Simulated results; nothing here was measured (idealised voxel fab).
Herein follows the process module entitled voxel double patterning.
The cross-section shown here is cut; it is 275 nm wide and divided into square cells measuring 5 nm on a side.
Cross-section, as written here: a square-cell grid given band by band from the top down, where a band holds one or more rows of cells. Top height, bottom height, nm. Materials left to right, width each, nm. Single material + "throughout" = fills band edge to edge. "blank" = empty. Below 0: as-received wafer, all one material; heights counted from there. Lowest band: no bottom, goes on down, written "z 0 and below". It should be noted that a width expressed as "30 to 40" varies in equal increments from row to row of cells within the band, taking the value of the first number at the top row and that of the second number at the bottom row. Basically "no modifications" means that step didn't change any cell in the cross-section. So "Non-vented voids" is basically the list of trapped voids: any empty space of 8 cells or more that can't reach the top through an opening. They're written width x height at distance, the distance being from the left edge, and it's all nm. On each step's line, the part that comes after the settings is the simulator's own comment on the step. Among the settings permitted on a step's line is "overlay nm"; applied to a step with a mask, it specifies the extent to which the mask lay to the right of its planned position, whereas a negative figure signifies a position to the left.

Here's what the planned process steps look like
step 1: RECEIVE,material Si
step 2: CONFORMAL_DEP,material SiO2,thk nm 10
step 3: DIRECTIONAL_DEP,material W,thk nm 15
step 4: DIRECTIONAL_DEP,material SiCN,thk nm 5
step 5: PATTERN,tone open,mask id FIRST,material resist,width nm 15,pitch nm 50,thk nm 15,overlay nm 0
step 6: DIRECTIONAL_ETCH,etch materials SiCN,depth nm 5
step 7: STRIP,etch materials resist
step 8: PATTERN,tone open,mask id SECOND,material resist,width nm 15,pitch nm 50,thk nm 15,overlay nm 0
step 9: DIRECTIONAL_ETCH,etch materials SiCN,depth nm 5
step 10: STRIP,etch materials resist
step 11: DIRECTIONAL_ETCH,etch materials W,depth nm 15
step 12: STRIP,etch materials SiCN

Incoming wafer in cross-section (state: after step 1)
	z 0 and below  Si throughout
	Non-vented voids: none

Cross-section at module end, one run error; start and plan unchanged from above
	z 25 to 10  W: 75; blank: 15; W: 15; blank: 15; W: 5; blank: 15; W: 15; blank: 15; W: 5; blank: 15; W: 85
	z 10 to 0  SiO2 throughout
	z 0 and below  Si throughout
	Non-vented voids: none
Processing error: step 5 was processed under conditions differing from the plan, specifically as PATTERN,tone open,mask id FIRST,material resist,width nm 15,pitch nm 50,thk nm 15,overlay nm -5
